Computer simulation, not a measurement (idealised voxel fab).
The document below concerns the process module designated voxel tone inversion.
We display cut, a cross-section 210 nm in width whose square cells are each 5 nm.
Throughout this document, each cross-section is represented as a grid of square cells and is presented as a sequence of bands enumerated from the top downward, where a band comprises one or more rows of cells. Quick guide to a band line: top height, bottom height (nm) up front; then every material left to right with its width in nm. Only one material and it's marked "full width"? Then it fills the band edge to edge. And "blank" just means empty space. We count height from 0. Below that, the starting wafer is all one material. The lowest band never ends at the bottom but goes on down; see "from 0 down" for how that is written. You'd read "30..40" like this: the band's top row of cells is as wide as the first number, its bottom row is as wide as the second, and going down, every row changes width by the same amount as the row before did. It should be understood that the words "no alteration", when stated for a given step, signify that the cross-section underwent no change in any of its cells during that step. Entry "Completely enclosed voids" = empty spaces >= 8 cells with no open way to the top; each as width x height at distance, distance from left edge, all nm. On a step's line, text after the settings is the simulator commenting on that step. The setting "overlay nm" may be written on the line of a step. When the step uses a mask, the value reports how far to the right of the planned place the mask lay, and a negative value reports that it lay to the left.
Planned step list for the process
1,RECEIVE,material Si
2,CONFORMAL_DEP,material SiCN,thk nm 10
3,DIRECTIONAL_DEP,material polySi,thk nm 15
4,PATTERN,tone cover,mask id POSTS,material resist,width nm 15,pitch nm 35,thk nm 25,overlay nm 0
5,DIRECTIONAL_ETCH,etch materials polySi,depth nm 15
6,STRIP,etch materials resist
7,FILL_DEP,material lowk,thk nm 10
8,CMP,height nm 25
9,STRIP,etch materials polySi
10,CONFORMAL_DEP,material TiN,thk nm 5
11,FILL_DEP,material W,thk nm 5
12,CMP,height nm 25
13,CONFORMAL_DEP,material SiCN,thk nm 5
As-received state of the wafer in cross-section, equivalent to post-step 1
  from 0 down = Si full width
  Completely enclosed voids: none
Cross-section, first of two wafers, end of module, run as planned
  from 30 to 25 = SiCN full width
  from 25 to 15 = 80 nm lowk / 5 nm TiN / 5 nm W / 5 nm TiN / 20 nm lowk / 5 nm TiN / 5 nm W / 5 nm TiN / 80 nm lowk
  from 15 to 10 = 80 nm lowk / 15 nm TiN / 20 nm lowk / 15 nm TiN / 80 nm lowk
  from 10 to 0 = SiCN full width
  from 0 down = Si full width
  Completely enclosed voids: none
What the second wafer looks like in cross-section once the module is done. Its start and its plan matched the first wafer's exactly; what differed was one mistake in how it was run
  from 30 to 25 = SiCN full width
  from 25 to 15 = lowk full width
  from 15 to 0 = 80 nm lowk / 15 nm polySi / 20 nm lowk / 15 nm polySi / 80 nm lowk
  from 0 down = Si full width
  Completely enclosed voids: none
Misprocessing identified: step 2 of the plan never got run, it was skipped over
End check, counted in cells, second wafer has more or fewer of these materials than the first: -84 SiCN | -14 TiN | -4 W | +84 lowk | +18 polySi
